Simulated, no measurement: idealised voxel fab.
Presented below is a process module, voxel gate over fins.
160 nm wide, 5 nm square cells: that's cross-section cut.
Cross-section layout: square cells on a grid; listed as bands, top to bottom; a band spans one or more cell rows. First you get the band's top height and its bottom height, in nm, and then the materials it's made of, left to right, with each width in nm. If you see a single material with "throughout", that one covers the band edge to edge. "empty" is empty space. Convention: height 0 is the level below which the wafer, as received, is all one material. The lowest band does not terminate at the bottom but continues downward, represented as "0 nm and below". The expression "30->40" gives the width at the extremes of the band, the first number at its top row of cells and the second at its bottom row, with the width changing by equal amounts from each row to the next in between. "nothing different" means the step left every cell of the cross-section as it was. "Enclosed void listing" enumerates empty spaces isolated from the top, with no open way to it, that contain at least 8 cells, giving each as width x height at distance from the left edge, all three in nm. Past the settings on a step's line: simulator remark, on that step. Among the settings permitted on a step's line is "overlay nm"; applied to a step with a mask, it specifies the extent to which the mask lay to the right of its planned position, whereas a negative figure signifies a position to the left.

## The planned process steps are enumerated hereunder
1: RECEIVE with material Si
2: CONFORMAL_DEP with material SiN, thk nm 5
3: PATTERN with tone cover, mask id FINS, material resist, width nm 15, pitch nm 50, thk nm 15, overlay nm 0
4: DIRECTIONAL_ETCH with etch materials SiN, depth nm 5
5: DIRECTIONAL_ETCH with etch materials Si, depth nm 40
6: STRIP with etch materials resist
7: FILL_DEP with material SiO2, thk nm 15
8: CMP with height nm 5
9: DIRECTIONAL_DEP with material aC, thk nm 15
10: PATTERN with tone open, mask id RAIL, material resist, width nm 15, thk nm 30, overlay nm 0
11: DIRECTIONAL_ETCH with etch materials aC, depth nm 15
12: STRIP with etch materials resist
13: DIRECTIONAL_ETCH with etch materials SiO2, depth nm 40
14: STRIP with etch materials aC
15: CONFORMAL_DEP with material TiN, thk nm 5
16: FILL_DEP with material Ru, thk nm 5
17: CMP with height nm 5
18: SELECTIVE_ETCH with etch materials W Ru TiN, depth nm 25
19: FILL_DEP with material SiO2, thk nm 5
20: CMP with height nm 5
21: SELECTIVE_ETCH with etch materials SiO2, depth nm 15
22: STRIP with etch materials SiN
23: CONFORMAL_DEP with material HfO2, thk nm 5
24: CONFORMAL_DEP with material TiN, thk nm 5
25: CONFORMAL_DEP with material TiAl, thk nm 5
26: CONFORMAL_DEP with material TiN, thk nm 5
27: FILL_DEP with material W, thk nm 15
28: CMP with height nm 30
29: CONFORMAL_DEP with material SiCN, thk nm 10

## Step 1 complete: cross-section of the wafer as received
* 0 nm and below  Si throughout
* Enclosed void listing: none

## Cross-section, end of module. Start: as above. Plan: as above. Execution: one mistake
* 40 nm to 30 nm  SiCN throughout
* 30 nm to 20 nm  W throughout
* 20 nm to 15 nm  155 nm TiN  5 nm W
* 15 nm to 10 nm  5 nm TiN  45 nm TiAl  5 nm TiN  45 nm TiAl  5 nm TiN  45 nm TiAl  5 nm TiN  5 nm W
* 10 nm to 5 nm  5 nm TiN  5 nm TiAl  35 nm TiN  5 nm TiAl  5 nm TiN  5 nm TiAl  35 nm TiN  5 nm TiAl  5 nm TiN  5 nm TiAl  35 nm TiN  5 nm TiAl  5 nm TiN  5 nm W
* 5 nm to 0 nm  5 nm TiN  5 nm TiAl  5 nm TiN  25 nm HfO2  5 nm TiN  5 nm TiAl  5 nm TiN  5 nm TiAl  5 nm TiN  25 nm HfO2  5 nm TiN  5 nm TiAl  5 nm TiN  5 nm TiAl  5 nm TiN  25 nm HfO2  5 nm TiN  5 nm TiAl  5 nm TiN  5 nm W
* 0 nm to -20 nm  5 nm TiN  5 nm TiAl  5 nm TiN  5 nm HfO2  15 nm Si  5 nm HfO2  5 nm TiN  5 nm TiAl  5 nm TiN  5 nm TiAl  5 nm TiN  5 nm HfO2  15 nm Si  5 nm HfO2  5 nm TiN  5 nm TiAl  5 nm TiN  5 nm TiAl  5 nm TiN  5 nm HfO2  15 nm Si  5 nm HfO2  5 nm TiN  5 nm TiAl  5 nm TiN  5 nm W
* -20 nm to -25 nm  5 nm TiN  5 nm TiAl  5 nm TiN  5 nm HfO2  15 nm Si  5 nm HfO2  5 nm TiN  5 nm TiAl  5 nm TiN  5 nm TiAl  5 nm TiN  5 nm HfO2  15 nm Si  5 nm HfO2  5 nm TiN  5 nm TiAl  5 nm TiN  5 nm TiAl  5 nm TiN  5 nm HfO2  15 nm Si  5 nm HfO2  5 nm TiN  5 nm TiAl  10 nm TiN
* -25 nm to -30 nm  10 nm TiAl  5 nm TiN  5 nm HfO2  15 nm Si  5 nm HfO2  5 nm TiN  15 nm TiAl  5 nm TiN  5 nm HfO2  15 nm Si  5 nm HfO2  5 nm TiN  15 nm TiAl  5 nm TiN  5 nm HfO2  15 nm Si  5 nm HfO2  5 nm TiN  15 nm TiAl
* -30 nm to -35 nm  15 nm TiN  5 nm HfO2  15 nm Si  5 nm HfO2  25 nm TiN  5 nm HfO2  15 nm Si  5 nm HfO2  25 nm TiN  5 nm HfO2  15 nm Si  5 nm HfO2  20 nm TiN
* -35 nm to -40 nm  20 nm HfO2  15 nm Si  35 nm HfO2  15 nm Si  35 nm HfO2  15 nm Si  25 nm HfO2
* -40 nm and below  Si throughout
* Enclosed void listing: none
Nonconformance to the process plan: step 7 was processed under conditions differing from the plan, specifically as FILL_DEP with material SiN, thk nm 15
